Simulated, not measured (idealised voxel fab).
The document below concerns the process module designated voxel gate over fins.
Cross-section cut spans 140 nm and uses square cells 5 nm in size.
Heads up, the way a cross-section reads in here is a grid of square cells, handed over as bands from the top down, with every band being one or more rows of cells.
What a band's entry tells you: where the top is and where the bottom is, as heights in nm, and after that what lies inside, material by material from left to right, each with its width in nm. Empty space is written as the word "air", and a single material marked with the word "throughout" occupies the band from edge to edge.
Basically, 0 is our baseline, since under it the wafer straight out of the box is all one material. The bottom band has no lower end and keeps on going down, so it looks like "from 0 down".
Graded width ("30..40"): value in top row of band = first number; value in bottom row = second number; row-to-row change constant.
"no modification" -> step changed no cross-section cell.
Enclosed voids (no open way to top), threshold 8 cells or more, entry "Catalogued sealed voids", notation width x height at distance, distance from left edge, nm.
Read whatever lies past the settings on a step's line as the simulator's own remark about the step.
overlay nm: mask offset rightward from planned place, masked step; negative means leftward offset.
Process steps - plan
1,op RECEIVE | material Si
2,op CONFORMAL_DEP | material SiN | thk nm 5
3,op DIRECTIONAL_DEP | material aC | thk nm 15
4,op PATTERN | tone cover | mask id FINS | material resist | width nm 15 | pitch nm 45 | thk nm 30 | overlay nm -15
5,op DIRECTIONAL_ETCH | etch materials aC | depth nm 15
6,op STRIP | etch materials resist
7,op DIRECTIONAL_ETCH | etch materials SiN | depth nm 5
8,op DIRECTIONAL_ETCH | etch materials Si | depth nm 40
9,op STRIP | etch materials aC
10,op FILL_DEP | material SiO2 | thk nm 15
11,op CMP | height nm 5
12,op SELECTIVE_ETCH | etch materials SiO2 | depth nm 20
13,op STRIP | etch materials SiN
14,op CONFORMAL_DEP | material HfO2 | thk nm 5
15,op CONFORMAL_DEP | material TiN | thk nm 5
16,op FILL_DEP | material W | thk nm 10
17,op CMP | height nm 15
18,op CONFORMAL_DEP | material SiCN | thk nm 5
Split variable: overlay nm, step 4. Plan value = first wafer. Wafers start alike.
Cross-section of the first of several wafers on receipt, reflecting completion of step 1
- from 0 down: Si throughout
- Catalogued sealed voids: none
Every row in this table is a wafer at the end of the module, and it gives, for each of the materials, the cells that wafer has gained (+) or lost (-) since it was received, then its closed voids
overlay nm -15; +40 HfO2; -176 Si; +28 SiCN; +110 SiO2; +40 TiN; +70 W; Catalogued sealed voids: none
overlay nm -10; +40 HfO2; -176 Si; +28 SiCN; +110 SiO2; +40 TiN; +70 W; Catalogued sealed voids: none
overlay nm -5; +40 HfO2; -176 Si; +28 SiCN; +110 SiO2; +40 TiN; +70 W; Catalogued sealed voids: none
overlay nm 0; +40 HfO2; -176 Si; +28 SiCN; +110 SiO2; +40 TiN; +70 W; Catalogued sealed voids: none
overlay nm 5; +40 HfO2; -176 Si; +28 SiCN; +110 SiO2; +40 TiN; +70 W; Catalogued sealed voids: none
overlay nm 10; +40 HfO2; -176 Si; +28 SiCN; +110 SiO2; +40 TiN; +70 W; Catalogued sealed voids: none
overlay nm 15; +40 HfO2; -176 Si; +28 SiCN; +110 SiO2; +40 TiN; +70 W; Catalogued sealed voids: none
